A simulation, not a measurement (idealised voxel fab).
The document below concerns the process module designated voxel transistor to metal.
FYI the section here is cut, 180 nm wide, cells are 5 nm squares.
Cross-section = grid of square cells, listed top down in bands; band = one or more rows.
Each band's line starts with the height of the band's top and of its bottom, in nm. Then come its materials from left to right, each with its width in nm. One material with "full width" fills the band from edge to edge. "air" is empty space.
Where do heights start? At 0: under that level the wafer as delivered is made of one material only. And the lowest band has no floor; it just carries on downward, as in "z 0 and below".
When a width is written as two numbers, as in "30..40", the first number is the width in the top row of cells of the band and the second is the width in its bottom row, and the width changes by the same amount from each row to the next.
No cell of the cross-section changed in a step that is given as "changes: none".
What "Closed void inventory" gives you is every empty space of 8 cells or more that is cut off from the top. Each appears as width x height at distance, with the distance taken from the left edge and width, height and distance all in nm.
Step line, after settings: the simulator's comment on this step.
The setting "overlay nm" may be written on the line of a step. When the step uses a mask, the value reports how far to the right of the planned place the mask lay, and a negative value reports that it lay to the left.
[So here's the lineup of process steps we planned]
1) RECEIVE,material Si
2) CONFORMAL_DEP,material SiO2,thk nm 5
3) CONFORMAL_DEP,material SiN,thk nm 10
4) DIRECTIONAL_DEP,material aC,thk nm 15
5) PATTERN,tone cover,mask id ACTIVE,material resist,width nm 115,thk nm 35,overlay nm 0
6) DIRECTIONAL_ETCH,etch materials aC,depth nm 15
7) STRIP,etch materials resist
8) DIRECTIONAL_ETCH,etch materials SiN,depth nm 10
9) DIRECTIONAL_ETCH,etch materials SiO2,depth nm 5
10) DIRECTIONAL_ETCH,etch materials Si,depth nm 20
11) STRIP,etch materials aC
12) OXIDIZE,depth nm 5
13) FILL_DEP,material SiO2,thk nm 15
14) CMP,height nm 15
15) SELECTIVE_ETCH,etch materials SiO2,depth nm 5
16) STRIP,etch materials SiN
17) SELECTIVE_ETCH,etch materials SiO2,depth nm 5
18) OXIDIZE,depth nm 5
19) DIRECTIONAL_DEP,material polySi,thk nm 30
20) DIRECTIONAL_DEP,material SiCN,thk nm 10
21) MASKED_ETCH,tone cover,mask id GATE,width nm 25,etch materials SiCN,depth nm 20,overlay nm 0
22) MASKED_ETCH,tone cover,mask id GATE,width nm 25,etch materials polySi,depth nm 40,overlay nm 0
23) CONFORMAL_DEP,material SiN,thk nm 5
24) DIRECTIONAL_ETCH,etch materials SiN,depth nm 5
25) DIRECTIONAL_ETCH,etch materials SiO2,depth nm 5
26) DIRECTIONAL_ETCH,etch materials Si,depth nm 15
27) EPI,material nSi,thk nm 15
28) FILL_DEP,material SiO2,thk nm 5
29) CMP,height nm 30
30) STRIP,etch materials polySi
31) SELECTIVE_ETCH,etch materials SiO2,depth nm 5
32) CONFORMAL_DEP,material HfO2,thk nm 5
33) CONFORMAL_DEP,material TiN,thk nm 5
34) FILL_DEP,material W,thk nm 10
35) CMP,height nm 25
36) DIRECTIONAL_DEP,material SiO2,thk nm 10
37) MASKED_ETCH,tone open,mask id CONTACT,width nm 15,pitch nm 80,etch materials SiO2,depth nm 40,overlay nm 0
38) CONFORMAL_DEP,material TiN,thk nm 5
39) FILL_DEP,material W,thk nm 5
40) CMP,height nm 35
41) DIRECTIONAL_DEP,material TiN,thk nm 5
42) DIRECTIONAL_DEP,material Ru,thk nm 20
43) MASKED_ETCH,tone cover,mask id METAL_1,width nm 15,pitch nm 80,etch materials Ru,depth nm 20,overlay nm 0
44) MASKED_ETCH,tone cover,mask id METAL_1,width nm 15,pitch nm 80,etch materials TiN,depth nm 5,overlay nm 0
45) CONFORMAL_DEP,material SiN,thk nm 5
46) FILL_DEP,material SiO2,thk nm 10
47) CMP,height nm 60
48) CONFORMAL_DEP,material SiCN,thk nm 5
[Step 1 complete: cross-section of the wafer as received]
  z 0 and below = Si full width
  Closed void inventory: none
[Post-module cross-section of the first of two wafers (run per plan)]
  z 65 to 60 = SiCN full width
  z 60 to 40 = SiO2=35  SiN=5  Ru=15  SiN=5  SiO2=55  SiN=5  Ru=15  SiN=5  SiO2=40
  z 40 to 35 = SiN=40  TiN=15  SiN=65  TiN=15  SiN=45
  z 35 to 25 = SiO2=40  TiN=5  W=5  TiN=5  SiO2=65  TiN=5  W=5  TiN=5  SiO2=45
  z 25 to 10 = SiO2=40  TiN=5  W=5  TiN=5  SiO2=15  SiN=5  HfO2=5  TiN=5  W=5  TiN=5  HfO2=5  SiN=5  SiO2=15  TiN=5  W=5  TiN=5  SiO2=45
  z 10 to 5 = SiO2=40  TiN=5  W=5  TiN=5  nSi=15  SiN=5  HfO2=5  TiN=5  W=5  TiN=5  HfO2=5  SiN=5  nSi=15  TiN=5  W=5  TiN=5  SiO2=45
  z 5 to 0 = SiO2=25  SiN=5  SiO2=10  TiN=5  W=5  TiN=5  nSi=15  SiN=5  HfO2=5  TiN=15  HfO2=5  SiN=5  nSi=15  TiN=5  W=5  TiN=5  SiO2=10  SiN=5  SiO2=30
  z 0 to -5 = SiO2=40  TiN=15  nSi=15  HfO2=35  nSi=15  TiN=15  SiO2=45
  z -5 to -20 = SiO2=35  nSi=35  Si=35  nSi=35  SiO2=40
  z -20 to -25 = SiO2=35  Si=105  SiO2=40
  z -25 and below = Si full width
  Closed void inventory: none
[Here's the second of our two wafers sectioned at module end. Same start as the first, same plan, but one mistake got made running it]
  z 65 to 60 = SiCN full width
  z 60 to 40 = SiO2=30  SiN=5  Ru=25  SiN=5  SiO2=45  SiN=5  Ru=25  SiN=5  SiO2=35
  z 40 to 35 = SiN=35  TiN=25  SiN=55  TiN=25  SiN=40
  z 35 to 25 = SiO2=40  TiN=5  W=5  TiN=5  SiO2=65  TiN=5  W=5  TiN=5  SiO2=45
  z 25 to 10 = SiO2=40  TiN=5  W=5  TiN=5  SiO2=15  SiN=5  HfO2=5  TiN=5  W=5  TiN=5  HfO2=5  SiN=5  SiO2=15  TiN=5  W=5  TiN=5  SiO2=45
  z 10 to 5 = SiO2=40  TiN=5  W=5  TiN=5  nSi=15  SiN=5  HfO2=5  TiN=5  W=5  TiN=5  HfO2=5  SiN=5  nSi=15  TiN=5  W=5  TiN=5  SiO2=45
  z 5 to 0 = SiO2=25  SiN=5  SiO2=10  TiN=5  W=5  TiN=5  nSi=15  SiN=5  HfO2=5  TiN=15  HfO2=5  SiN=5  nSi=15  TiN=5  W=5  TiN=5  SiO2=10  SiN=5  SiO2=30
  z 0 to -5 = SiO2=40  TiN=15  nSi=15  HfO2=35  nSi=15  TiN=15  SiO2=45
  z -5 to -20 = SiO2=35  nSi=35  Si=35  nSi=35  SiO2=40
  z -20 to -25 = SiO2=35  Si=105  SiO2=40
  z -25 and below = Si full width
  Closed void inventory: none
Nonconformance to the process plan: step 43: run off-plan, actual operation and settings MASKED_ETCH,tone cover,mask id METAL_1,width nm 25,pitch nm 80,etch materials Ru,depth nm 20,overlay nm 0
Upon completion, the second wafer contains, in terms of cells, a greater or smaller amount of certain materials than the first wafer: +16 Ru; -4 SiN; -16 SiO2; +4 TiN
